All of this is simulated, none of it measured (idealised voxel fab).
Module name: voxel ribs on slabs (process module)
We display cut, a cross-section 155 nm in width whose square cells are each 5 nm.
Think of the cross-section as a grid of square cells. We describe it in bands, top to bottom, and each band covers one or more rows of those cells.
What a band's entry tells you: where the top is and where the bottom is, as heights in nm, and after that what lies inside, material by material from left to right, each with its width in nm. Empty space is written as the word "air", and a single material marked with the word "edge to edge" occupies the band from edge to edge.
Heads up on the height convention: 0 is the point under which the incoming wafer is all one material, and the lowest band has no bottom, it just keeps going down, like "0 -> down".
Note: "30 to 40" means the width goes from the first number (top row of the band) to the second number (bottom row) in equal steps per row of cells.
A step reported as "no alteration" is a step in which no cell of the cross-section changed.
The label "Cavities, closed" introduces a list of the empty spaces, 8 cells or larger, that have no open way up to the top; each entry in it reads width x height at distance, where the distance is taken from the left edge and all three are stated in nm.
Past the settings on a step's line: simulator remark, on that step.
overlay nm: how far to the right of its planned place the mask lay on this masked step (negative: to the left).

# The process steps that were planned are listed below
| 1 | RECEIVE, material Si |
| 2 | DIRECTIONAL_DEP, material SiO2, thk nm 20 |
| 3 | DIRECTIONAL_DEP, material polySi, thk nm 20 |
| 4 | PATTERN, tone cover, mask id RIB, material resist, width nm 15, thk nm 15, overlay nm 0 |
| 5 | DIRECTIONAL_ETCH, etch materials polySi, depth nm 5 |
| 6 | STRIP, etch materials resist |
| 7 | MASKED_ETCH, tone cover, mask id SLAB, width nm 75, etch materials polySi, depth nm 15, overlay nm 0 |
| 8 | FILL_DEP, material SiO2, thk nm 30 |
| 9 | CMP, height nm 60 |
| 10 | DIRECTIONAL_DEP, material W, thk nm 5 |
| 11 | DIRECTIONAL_DEP, material aC, thk nm 15 |
| 12 | PATTERN, tone cover, mask id HEATER, material resist, width nm 25, thk nm 35, overlay nm 0 |
| 13 | DIRECTIONAL_ETCH, etch materials aC, depth nm 15 |
| 14 | STRIP, etch materials resist |
| 15 | DIRECTIONAL_ETCH, etch materials W, depth nm 5 |
| 16 | STRIP, etch materials aC |
| 17 | CONFORMAL_DEP, material SiN, thk nm 10 |

# So this is the incoming wafer in cross-section - it's already been through step 1
	0 -> down | Si edge to edge
	Cavities, closed: none

# Wafer at module end, in section. Began as above, planned as above, run with one mistake
	65 -> 60 | 65 air, 25 W, 65 air
	60 -> 40 | SiO2 edge to edge
	40 -> 35 | 70 SiO2, 15 polySi, 70 SiO2
	35 -> 20 | 40 SiO2, 75 polySi, 40 SiO2
	20 -> 0 | SiO2 edge to edge
	0 -> down | Si edge to edge
	Cavities, closed: none
Want to know what went wrong? step 17 of the plan did not run at all; it was left out
